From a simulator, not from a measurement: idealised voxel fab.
process module | voxel self aligned contacts
cross-section cut | 260 nm wide | cells 5 nm
A cross-section is a grid of square cells, given in bands from the top down. A band is one or more rows of cells.
Each band's line starts with the height of the band's top and of its bottom, in nm. Then come its materials from left to right, each with its width in nm. One material with "throughout" fills the band from edge to edge. "air" is empty space.
Height 0 is the level under which the wafer as received is all one material. The lowest band goes on downwards, as in "0 down".
A width such as "30 to 40" changes by the same amount from each row of cells to the next, from the band's top row to its bottom row.
"no change" after a step means that no cell of the cross-section changed.
closed voids: empty space of 8 cells or more with no open way to the top, each as width x height at its distance from the left edge, in nm
after a step's settings: what the simulator itself notes on the step
overlay nm, on a step with a mask: how far to the right of its planned place the mask lay; to the left if negative
plan
1 op RECEIVE | material Si
2 op CONFORMAL_DEP | material SiO2 | thk nm 5
3 op DIRECTIONAL_DEP | material polySi | thk nm 25
4 op DIRECTIONAL_DEP | material SiN | thk nm 20
5 op DIRECTIONAL_DEP | material aC | thk nm 10
6 op PATTERN | tone cover | mask id GATE | material resist | width nm 25 | pitch nm 70 | thk nm 25 | overlay nm 0
7 op DIRECTIONAL_ETCH | etch materials aC | depth nm 10
8 op STRIP | etch materials resist
9 op DIRECTIONAL_ETCH | etch materials SiN | depth nm 20
10 op DIRECTIONAL_ETCH | etch materials polySi | depth nm 25
11 op STRIP | etch materials aC
12 op CONFORMAL_DEP | material SiN | thk nm 10
13 op DIRECTIONAL_ETCH | etch materials SiN | depth nm 10
14 op FILL_DEP | material SiO2 | thk nm 15
15 op CMP | height nm 55
16 op MASKED_ETCH | tone open | mask id CONTACT | width nm 55 | etch materials SiO2 | depth nm 55 | overlay nm 0
17 op CONFORMAL_DEP | material TiN | thk nm 5
18 op FILL_DEP | material W | thk nm 5
19 op CMP | height nm 55
20 op CONFORMAL_DEP | material SiCN | thk nm 5
as received, after step 1
  0 down: Si throughout
  closed voids: none
first wafer at the end, as planned
  60 to 55: SiCN throughout
  55 to 50: SiO2 100 | TiN 20 | W 15 | TiN 20 | SiO2 105
  50 to 30: SiO2 70 | SiN 45 | TiN 5 | W 15 | TiN 5 | SiN 45 | SiO2 75
  30 to 5: SiO2 70 | SiN 10 | polySi 25 | SiN 10 | TiN 5 | W 15 | TiN 5 | SiN 10 | polySi 25 | SiN 10 | SiO2 75
  5 to 0: SiO2 115 | TiN 25 | SiO2 120
  0 down: Si throughout
  closed voids: none
second wafer at the end: like start, like plan, one mistake
  60 to 55: SiCN throughout
  55 to 50: SiO2 70 | SiN 45 | TiN 25 | SiN 45 | SiO2 75
  50 to 30: SiN throughout
  30 to 5: polySi throughout
  5 to 0: SiO2 throughout
  0 down: Si throughout
  closed voids: none
what went wrong: step 4 was run twice
at the end the second wafer has, in cells: 114 more of SiN | 268 fewer of SiO2 | 26 fewer of TiN | 30 fewer of W | 210 more of polySi
